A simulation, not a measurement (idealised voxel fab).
process module | voxel gate over fins
cross-section cut | 215 nm wide | cells 5 nm
A cross-section is a grid of square cells, given in bands from the top down. A band is one or more rows of cells.
Each band's line starts with the height of the band's top and of its bottom, in nm. Then come its materials from left to right, each with its width in nm. One material with "throughout" fills the band from edge to edge. "air" is empty space.
Height 0 is the level under which the wafer as received is all one material. The lowest band goes on downwards, as in "0 down".
A width such as "30 to 40" changes by the same amount from each row of cells to the next, from the band's top row to its bottom row.
"no change" after a step means that no cell of the cross-section changed.
closed voids: empty space of 8 cells or more with no open way to the top, each as width x height at its distance from the left edge, in nm
after a step's settings: what the simulator itself notes on the step
overlay nm, on a step with a mask: how far to the right of its planned place the mask lay; to the left if negative
plan
1 op RECEIVE | material Si
2 op CONFORMAL_DEP | material SiN | thk nm 10
3 op PATTERN | tone cover | mask id FINS | material resist | width nm 15 | pitch nm 40 | thk nm 15 | overlay nm 0
4 op DIRECTIONAL_ETCH | etch materials SiN | depth nm 10
5 op DIRECTIONAL_ETCH | etch materials Si | depth nm 40
6 op STRIP | etch materials resist
7 op FILL_DEP | material SiO2 | thk nm 15
8 op CMP | height nm 10
9 op SELECTIVE_ETCH | etch materials SiO2 | depth nm 20
10 op STRIP | etch materials SiN
11 op CONFORMAL_DEP | material HfO2 | thk nm 5
12 op CONFORMAL_DEP | material TiN | thk nm 5
13 op CONFORMAL_DEP | material TiAl | thk nm 5
14 op CONFORMAL_DEP | material TiN | thk nm 5
15 op FILL_DEP | material W | thk nm 15
16 op CMP | height nm 30
17 op CONFORMAL_DEP | material SiN | thk nm 10
as received, after step 1
  0 down: Si throughout
  closed voids: none
first wafer at the end, as planned
  40 to 30: SiN throughout
  30 to 20: W throughout
  20 to 15: W 20 | TiN 175 | W 20
  15 to 10: W 20 | TiN 5 | TiAl 165 | TiN 5 | W 20
  10 to 5: TiN 25 | TiAl 5 | TiN 35 | TiAl 5 | TiN 35 | TiAl 5 | TiN 35 | TiAl 5 | TiN 35 | TiAl 5 | TiN 25
  5 to 0: TiAl 30 | TiN 5 | HfO2 25 | TiN 5 | TiAl 5 | TiN 5 | HfO2 25 | TiN 5 | TiAl 5 | TiN 5 | HfO2 25 | TiN 5 | TiAl 5 | TiN 5 | HfO2 25 | TiN 5 | TiAl 30
  0 to -5: TiN 35 | HfO2 5 | Si 15 | HfO2 5 | TiN 15 | HfO2 5 | Si 15 | HfO2 5 | TiN 15 | HfO2 5 | Si 15 | HfO2 5 | TiN 15 | HfO2 5 | Si 15 | HfO2 5 | TiN 35
  -5 to -10: HfO2 40 | Si 15 | HfO2 25 | Si 15 | HfO2 25 | Si 15 | HfO2 25 | Si 15 | HfO2 40
  -10 to -40: SiO2 40 | Si 15 | SiO2 25 | Si 15 | SiO2 25 | Si 15 | SiO2 25 | Si 15 | SiO2 40
  -40 down: Si throughout
  closed voids: none
second wafer at the end: like start, like plan, one mistake
  40 to 30: SiN throughout
  30 to 20: W throughout
  20 to 15: TiN throughout
  15 to 10: TiAl throughout
  10 to 5: TiN throughout
  5 to 0: HfO2 45 | TiN 5 | HfO2 35 | TiN 5 | HfO2 35 | TiN 5 | HfO2 35 | TiN 5 | HfO2 45
  0 to -5: Si 40 | HfO2 5 | TiN 5 | HfO2 5 | Si 25 | HfO2 5 | TiN 5 | HfO2 5 | Si 25 | HfO2 5 | TiN 5 | HfO2 5 | Si 25 | HfO2 5 | TiN 5 | HfO2 5 | Si 40
  -5 to -10: Si 40 | HfO2 15 | Si 25 | HfO2 15 | Si 25 | HfO2 15 | Si 25 | HfO2 15 | Si 40
  -10 to -40: Si 40 | SiO2 15 | Si 25 | SiO2 15 | Si 25 | SiO2 15 | Si 25 | SiO2 15 | Si 40
  -40 down: Si throughout
  closed voids: none
what went wrong: step 3 ran as: op PATTERN | tone open | mask id FINS | material resist | width nm 15 | pitch nm 40 | thk nm 15 | overlay nm 0
at the end the second wafer has, in cells: 152 more of Si | 114 fewer of SiO2 | 10 fewer of TiAl | 12 fewer of TiN | 16 fewer of W
